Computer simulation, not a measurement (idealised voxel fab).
Process module in this document: voxel tone inversion
The figure presents cross-section cut, which has a width of 150 nm and is divided into square cells with an edge length of 5 nm.
Cross-section format: a grid of square cells, given as bands from top to bottom; each band is one or more rows of cells.
A band entry consists of two parts. The first gives the height of the band's top and the height of its bottom, in nm. The rest lists the band's materials from left to right, each with its width in nm. A single material labelled with the word "full width" fills the band from edge to edge, and the word "air" marks empty space.
Below 0: as-received wafer, all one material; heights counted from there. Lowest band: no bottom, goes on down, written "z 0 and below".
It should be noted that a width expressed as "30 to 40" varies in equal increments from row to row of cells within the band, taking the value of the first number at the top row and that of the second number at the bottom row.
For the purposes of this document, the phrase "all unchanged" attached to a step denotes that no cell within the cross-section was modified by that step.
The entry "Closed cavities" lists the empty spaces that cover at least 8 cells and have no open path to the top. Each is written as width x height at distance, where the distance is measured from the left edge and all three values are in nm.
That trailing text on a step's line, after the settings, is the simulator's own remark on the step.
overlay nm: for a step with a mask, the amount by which the mask lay right of where it was planned; a negative amount means left of it.
The steps planned for the process are as follows:
- 1: RECEIVE with material Si
- 2: CONFORMAL_DEP with material SiN, thk nm 10
- 3: DIRECTIONAL_DEP with material aC, thk nm 25
- 4: PATTERN with tone cover, mask id POSTS, material resist, width nm 15, pitch nm 45, thk nm 30, overlay nm 0
- 5: DIRECTIONAL_ETCH with etch materials aC, depth nm 25
- 6: STRIP with etch materials resist
- 7: FILL_DEP with material SiO2, thk nm 5
- 8: CMP with height nm 35
- 9: STRIP with etch materials aC
- 10: CONFORMAL_DEP with material TiN, thk nm 5
- 11: FILL_DEP with material W, thk nm 5
- 12: CMP with height nm 35
- 13: CONFORMAL_DEP with material SiCN, thk nm 5
Shown in cross-section is the wafer as received, that is, as it stands after step 1:
z 0 and below: Si full width
Closed cavities: none
Looking at the first of two wafers in cross-section at end of module - ran to plan:
z 40 to 35: SiCN full width
z 35 to 15: SiO2 20 nm  TiN 5 nm  W 5 nm  TiN 5 nm  SiO2 30 nm  TiN 5 nm  W 5 nm  TiN 5 nm  SiO2 30 nm  TiN 5 nm  W 5 nm  TiN 5 nm  SiO2 25 nm
z 15 to 10: SiO2 20 nm  TiN 15 nm  SiO2 30 nm  TiN 15 nm  SiO2 30 nm  TiN 15 nm  SiO2 25 nm
z 10 to 0: SiN full width
z 0 and below: Si full width
Closed cavities: none
Second wafer cross-section at end of module - shared start and plan with the first, one mistake in the run:
z 40 to 35: SiCN full width
z 35 to 25: SiN full width
z 25 to 0: aC full width
z 0 and below: Si full width
Closed cavities: none
Finding, execution versus plan: order of steps 2 and 3 inverted relative to the plan
In the final state, the cell counts of the second wafer exceed or fall short of those of the first for the following materials: SiO2: 105 fewer; TiN: 33 fewer; W: 12 fewer; aC: 150 more
